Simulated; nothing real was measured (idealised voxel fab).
The process module that follows is named voxel capacitor over wiring.
Section cut is 260 nm wide and gridded with 5 nm square cells.
In what follows, cross-sections appear as grids of square cells, described through bands that run from the top down, where every band is one or more rows of cells.
Look at the band entry: it leads with the top's height and the bottom's height in nm. Then it lists the materials left to right, with a width in nm for each. The word "throughout" on a single material says that material fills the band edge to edge. The word "air" is empty space.
A quick word on heights: they are counted from 0, and under that level the wafer as it came to us is one material throughout. The lowest band is different from the rest in having no bottom; it simply continues downward, written as in "0 -> down".
So if you see something like "30..40" for the width, read it as the top row of the band sitting at the first number and the bottom row at the second, with every row in between moving by the same amount as the last.
Reading "remains unaltered" for a step: not a cell of the cross-section changed in it.
Heads up: "Sealed void listing" only lists the empty pockets with no open path to the top that are 8 cells or more, and it writes them as width x height at distance, distance from the left edge, in nm.
Whatever follows a step's settings on its line is a remark the simulator itself makes about that step.
"overlay nm" denotes, for a step that has a mask, the displacement of the mask to the right of its planned place, with negative values corresponding to the left.

Listed below are the process steps as planned:
1: RECEIVE (material Si)
2: CONFORMAL_DEP (material SiO2; thk nm 10)
3: CONFORMAL_DEP (material SiN; thk nm 5)
4: DIRECTIONAL_DEP (material lowk; thk nm 15)
5: PATTERN (tone open; mask id METAL_1; material resist; width nm 30; pitch nm 90; thk nm 15; overlay nm 0)
6: DIRECTIONAL_ETCH (etch materials lowk; depth nm 15)
7: DIRECTIONAL_ETCH (etch materials SiN; depth nm 5)
8: STRIP (etch materials resist)
9: CONFORMAL_DEP (material TiN; thk nm 5)
10: FILL_DEP (material Cu; thk nm 10)
11: CMP (height nm 30)
12: CONFORMAL_DEP (material SiCN; thk nm 5)
13: DIRECTIONAL_DEP (material SiO2; thk nm 10)
14: MASKED_ETCH (tone open; mask id PLUG_1; width nm 15; etch materials SiO2; depth nm 10; overlay nm 0)
15: MASKED_ETCH (tone open; mask id PLUG_1; width nm 15; etch materials SiCN; depth nm 5; overlay nm 0)
16: EPI (material Ru; thk nm 10)
17: EPI (material Ru; thk nm 5)
18: DIRECTIONAL_DEP (material TiN; thk nm 10)
19: DIRECTIONAL_DEP (material HfO2; thk nm 5)
20: DIRECTIONAL_DEP (material TiN; thk nm 5)
21: PATTERN (tone cover; mask id UPPER_PLATE; material resist; width nm 65; thk nm 15; overlay nm 0)
22: DIRECTIONAL_ETCH (etch materials TiN; depth nm 5)
23: DIRECTIONAL_ETCH (etch materials HfO2; depth nm 5)
24: STRIP (etch materials resist)
25: DIRECTIONAL_DEP (material aC; thk nm 15)
26: PATTERN (tone cover; mask id LOWER_PLATE; material resist; width nm 75; thk nm 35; overlay nm 0)
27: DIRECTIONAL_ETCH (etch materials aC; depth nm 15)
28: STRIP (etch materials resist)
29: DIRECTIONAL_ETCH (etch materials TiN; depth nm 10)
30: STRIP (etch materials aC)
31: FILL_DEP (material SiO2; thk nm 15)
32: CMP (height nm 75)
33: PATTERN (tone open; mask id PLUG_2; material resist; width nm 15; thk nm 15; overlay nm 0)
34: DIRECTIONAL_ETCH (etch materials SiO2; depth nm 10)
35: STRIP (etch materials resist)
36: CONFORMAL_DEP (material TiN; thk nm 5)
37: FILL_DEP (material Cu; thk nm 10)
38: CMP (height nm 75)
39: CONFORMAL_DEP (material SiN; thk nm 5)

The first of the two wafers, which ran as planned:

Wafer at receipt (post step 1), cross-section:
* 0 -> down | Si throughout
* Sealed void listing: none

Wafer xsec, post step 2:
* 10 -> 0 | SiO2 throughout
* No changes below 0.

Wafer xsec, post step 3:
* 15 -> 10 | SiN throughout
* No changes below 10.

Wafer xsec, post step 4:
* 30 -> 15 | lowk throughout
* No changes below 15.

Wafer xsec, post step 5:
* 45 -> 30 | 70 nm resist, then 30 nm air, then 60 nm resist, then 30 nm air, then 70 nm resist
* No changes below 30.

Wafer xsec, post step 6:
* 45 -> 30 | 70 nm resist, then 30 nm air, then 60 nm resist, then 30 nm air, then 70 nm resist
* 30 -> 15 | 70 nm lowk, then 30 nm air, then 60 nm lowk, then 30 nm air, then 70 nm lowk
* No changes below 15.

Wafer xsec, post step 7:
* 45 -> 30 | 70 nm resist, then 30 nm air, then 60 nm resist, then 30 nm air, then 70 nm resist
* 30 -> 15 | 70 nm lowk, then 30 nm air, then 60 nm lowk, then 30 nm air, then 70 nm lowk
* 15 -> 10 | 70 nm SiN, then 30 nm air, then 60 nm SiN, then 30 nm air, then 70 nm SiN
* No changes below 10.

Wafer xsec, post step 8:
* 30 -> 15 | 70 nm lowk, then 30 nm air, then 60 nm lowk, then 30 nm air, then 70 nm lowk
* No changes below 15.

Wafer xsec, post step 9:
* 35 -> 30 | 75 nm TiN, then 20 nm air, then 70 nm TiN, then 20 nm air, then 75 nm TiN
* 30 -> 15 | 70 nm lowk, then 5 nm TiN, then 20 nm air, then 5 nm TiN, then 60 nm lowk, then 5 nm TiN, then 20 nm air, then 5 nm TiN, then 70 nm lowk
* 15 -> 10 | 70 nm SiN, then 30 nm TiN, then 60 nm SiN, then 30 nm TiN, then 70 nm SiN
* No changes below 10.

Wafer xsec, post step 10:
* 45 -> 35 | Cu throughout
* 35 -> 30 | 75 nm TiN, then 20 nm Cu, then 70 nm TiN, then 20 nm Cu, then 75 nm TiN
* 30 -> 15 | 70 nm lowk, then 5 nm TiN, then 20 nm Cu, then 5 nm TiN, then 60 nm lowk, then 5 nm TiN, then 20 nm Cu, then 5 nm TiN, then 70 nm lowk
* No changes below 15.

Wafer xsec, post step 11:
* 30 -> 15 | 70 nm lowk, then 5 nm TiN, then 20 nm Cu, then 5 nm TiN, then 60 nm lowk, then 5 nm TiN, then 20 nm Cu, then 5 nm TiN, then 70 nm lowk
* No changes below 15.

Wafer xsec, post step 12:
* 35 -> 30 | SiCN throughout
* No changes below 30.

Wafer xsec, post step 13:
* 45 -> 35 | SiO2 throughout
* No changes below 35.

Wafer xsec, post step 14:
* 45 -> 35 | 85 nm SiO2, then 15 nm air, then 160 nm SiO2
* No changes below 35.

Wafer xsec, post step 15:
* 45 -> 35 | 85 nm SiO2, then 15 nm air, then 160 nm SiO2
* 35 -> 30 | 85 nm SiCN, then 15 nm air, then 160 nm SiCN
* No changes below 30.

Wafer xsec, post step 16:
* 45 -> 40 | 85 nm SiO2, then 15 nm air, then 160 nm SiO2
* 40 -> 35 | 85 nm SiO2, then 15 nm Ru, then 160 nm SiO2
* 35 -> 30 | 85 nm SiCN, then 15 nm Ru, then 160 nm SiCN
* No changes below 30.

Wafer xsec, post step 17:
* 45 -> 35 | 85 nm SiO2, then 15 nm Ru, then 160 nm SiO2
* No changes below 35.

Wafer xsec, post step 18:
* 55 -> 45 | TiN throughout
* No changes below 45.

Wafer xsec, post step 19:
* 60 -> 55 | HfO2 throughout
* No changes below 55.

Wafer xsec, post step 20:
* 65 -> 60 | TiN throughout
* No changes below 60.

Wafer xsec, post step 21:
* 80 -> 65 | 85 nm air, then 65 nm resist, then 110 nm air
* No changes below 65.

Wafer xsec, post step 22:
* 80 -> 65 | 85 nm air, then 65 nm resist, then 110 nm air
* 65 -> 60 | 85 nm air, then 65 nm TiN, then 110 nm air
* No changes below 60.

Wafer xsec, post step 23:
* 80 -> 65 | 85 nm air, then 65 nm resist, then 110 nm air
* 65 -> 60 | 85 nm air, then 65 nm TiN, then 110 nm air
* 60 -> 55 | 85 nm air, then 65 nm HfO2, then 110 nm air
* No changes below 55.

Wafer xsec, post step 24:
* 65 -> 60 | 85 nm air, then 65 nm TiN, then 110 nm air
* No changes below 60.

Wafer xsec, post step 25:
* 80 -> 70 | 85 nm air, then 65 nm aC, then 110 nm air
* 70 -> 65 | aC throughout
* 65 -> 60 | 85 nm aC, then 65 nm TiN, then 110 nm aC
* 60 -> 55 | 85 nm aC, then 65 nm HfO2, then 110 nm aC
* No changes below 55.

Wafer xsec, post step 26:
* 115 -> 80 | 80 nm air, then 75 nm resist, then 105 nm air
* 80 -> 70 | 80 nm air, then 5 nm resist, then 65 nm aC, then 5 nm resist, then 105 nm air
* No changes below 70.

Wafer xsec, post step 27:
* 100 -> 80 | 80 nm air, then 75 nm resist, then 105 nm air
* 80 -> 70 | 80 nm air, then 5 nm resist, then 65 nm aC, then 5 nm resist, then 105 nm air
* 70 -> 65 | 80 nm air, then 75 nm aC, then 105 nm air
* 65 -> 60 | 80 nm air, then 5 nm aC, then 65 nm TiN, then 5 nm aC, then 105 nm air
* 60 -> 55 | 80 nm air, then 5 nm aC, then 65 nm HfO2, then 5 nm aC, then 105 nm air
* No changes below 55.

Wafer xsec, post step 28:
* 80 -> 70 | 85 nm air, then 65 nm aC, then 110 nm air
* No changes below 70.

Wafer xsec, post step 29:
* 80 -> 70 | 85 nm air, then 65 nm aC, then 110 nm air
* 70 -> 65 | 80 nm air, then 75 nm aC, then 105 nm air
* 65 -> 60 | 80 nm air, then 5 nm aC, then 65 nm TiN, then 5 nm aC, then 105 nm air
* 60 -> 55 | 80 nm air, then 5 nm aC, then 65 nm HfO2, then 5 nm aC, then 105 nm air
* 55 -> 45 | 80 nm air, then 75 nm TiN, then 105 nm air
* No changes below 45.

Wafer xsec, post step 30:
* 65 -> 60 | 85 nm air, then 65 nm TiN, then 110 nm air
* 60 -> 55 | 85 nm air, then 65 nm HfO2, then 110 nm air
* No changes below 55.

Wafer xsec, post step 31:
* 80 -> 65 | SiO2 throughout
* 65 -> 60 | 85 nm SiO2, then 65 nm TiN, then 110 nm SiO2
* 60 -> 55 | 85 nm SiO2, then 65 nm HfO2, then 110 nm SiO2
* 55 -> 45 | 80 nm SiO2, then 75 nm TiN, then 105 nm SiO2
* No changes below 45.

Wafer xsec, post step 32:
* 75 -> 65 | SiO2 throughout
* No changes below 65.

Wafer xsec, post step 33:
* 90 -> 75 | 95 nm resist, then 15 nm air, then 150 nm resist
* No changes below 75.

Wafer xsec, post step 34:
* 90 -> 75 | 95 nm resist, then 15 nm air, then 150 nm resist
* 75 -> 65 | 95 nm SiO2, then 15 nm air, then 150 nm SiO2
* No changes below 65.

Wafer xsec, post step 35:
* 75 -> 65 | 95 nm SiO2, then 15 nm air, then 150 nm SiO2
* No changes below 65.

Wafer xsec, post step 36:
* 80 -> 75 | 100 nm TiN, then 5 nm air, then 155 nm TiN
* 75 -> 70 | 95 nm SiO2, then 5 nm TiN, then 5 nm air, then 5 nm TiN, then 150 nm SiO2
* 70 -> 60 | 95..85 nm SiO2, then 15..65 nm TiN, then 150..110 nm SiO2
* No changes below 60.

Wafer xsec, post step 37:
* 90 -> 80 | Cu throughout
* 80 -> 75 | 100 nm TiN, then 5 nm Cu, then 155 nm TiN
* 75 -> 70 | 95 nm SiO2, then 5 nm TiN, then 5 nm Cu, then 5 nm TiN, then 150 nm SiO2
* No changes below 70.

Wafer xsec, post step 38:
* 75 -> 70 | 95 nm SiO2, then 5 nm TiN, then 5 nm Cu, then 5 nm TiN, then 150 nm SiO2
* No changes below 70.

Wafer xsec, post step 39:
* 80 -> 75 | SiN throughout
* No changes below 75.

Second wafer: same start and same plan as the first, one execution error; identical to the first through step 25:

Second wafer, cross-section, planned end of step 26:
* 115 -> 80 | 80 nm resist, then 75 nm air, then 105 nm resist
* 80 -> 70 | 80 nm resist, then 5 nm air, then 65 nm aC, then 5 nm air, then 105 nm resist
* No changes below 70.

Second wafer, cross-section, planned end of step 27:
* 100 -> 70 | 80 nm resist, then 75 nm air, then 105 nm resist
* 70 -> 65 | 80 nm aC, then 75 nm air, then 105 nm aC
* 65 -> 60 | 80 nm aC, then 5 nm air, then 65 nm TiN, then 5 nm air, then 105 nm aC
* 60 -> 55 | 80 nm aC, then 5 nm air, then 65 nm HfO2, then 5 nm air, then 105 nm aC
* No changes below 55.

Second wafer, cross-section, planned end of step 28:
* 70 -> 65 | 80 nm aC, then 75 nm air, then 105 nm aC
* No changes below 65.

Second wafer, cross-section, planned end of step 29:
* 70 -> 60 | 80 nm aC, then 75 nm air, then 105 nm aC
* 60 -> 55 | 80 nm aC, then 5 nm air, then 65 nm HfO2, then 5 nm air, then 105 nm aC
* 55 -> 45 | 80 nm TiN, then 5 nm air, then 65 nm TiN, then 5 nm air, then 105 nm TiN
* No changes below 45.

Second wafer, cross-section, planned end of step 30:
* 60 -> 55 | 85 nm air, then 65 nm HfO2, then 110 nm air
* No changes below 55.

Second wafer, cross-section, planned end of step 31:
* 75 -> 60 | SiO2 throughout
* 60 -> 55 | 85 nm SiO2, then 65 nm HfO2, then 110 nm SiO2
* 55 -> 45 | 80 nm TiN, then 5 nm SiO2, then 65 nm TiN, then 5 nm SiO2, then 105 nm TiN
* No changes below 45.

Second wafer, cross-section, planned end of step 32: remains unaltered

Second wafer, cross-section, planned end of step 33:
* 90 -> 75 | 95 nm resist, then 15 nm air, then 150 nm resist
* No changes below 75.

Second wafer, cross-section, planned end of step 34:
* 90 -> 75 | 95 nm resist, then 15 nm air, then 150 nm resist
* 75 -> 65 | 95 nm SiO2, then 15 nm air, then 150 nm SiO2
* No changes below 65.

Second wafer, cross-section, planned end of step 35:
* 75 -> 65 | 95 nm SiO2, then 15 nm air, then 150 nm SiO2
* No changes below 65.

Second wafer, cross-section, planned end of step 36:
* 80 -> 75 | 100 nm TiN, then 5 nm air, then 155 nm TiN
* 75 -> 70 | 95 nm SiO2, then 5 nm TiN, then 5 nm air, then 5 nm TiN, then 150 nm SiO2
* 70 -> 65 | 95 nm SiO2, then 15 nm TiN, then 150 nm SiO2
* No changes below 65.

Second wafer, cross-section, planned end of step 37:
* 90 -> 80 | Cu throughout
* 80 -> 75 | 100 nm TiN, then 5 nm Cu, then 155 nm TiN
* 75 -> 70 | 95 nm SiO2, then 5 nm TiN, then 5 nm Cu, then 5 nm TiN, then 150 nm SiO2
* No changes below 70.

Second wafer, cross-section, planned end of step 38:
* 75 -> 70 | 95 nm SiO2, then 5 nm TiN, then 5 nm Cu, then 5 nm TiN, then 150 nm SiO2
* No changes below 70.

Second wafer, cross-section, planned end of step 39:
* 80 -> 75 | SiN throughout
* No changes below 75.
So what did we get wrong on this run? the process deviated at step 26: the operation and settings actually run there were PATTERN (tone open; mask id LOWER_PLATE; material resist; width nm 75; thk nm 35; overlay nm 0)
Per the end-of-run cell counts, the second wafer holds more or fewer of some materials than the first: -57 SiO2, +57 TiN
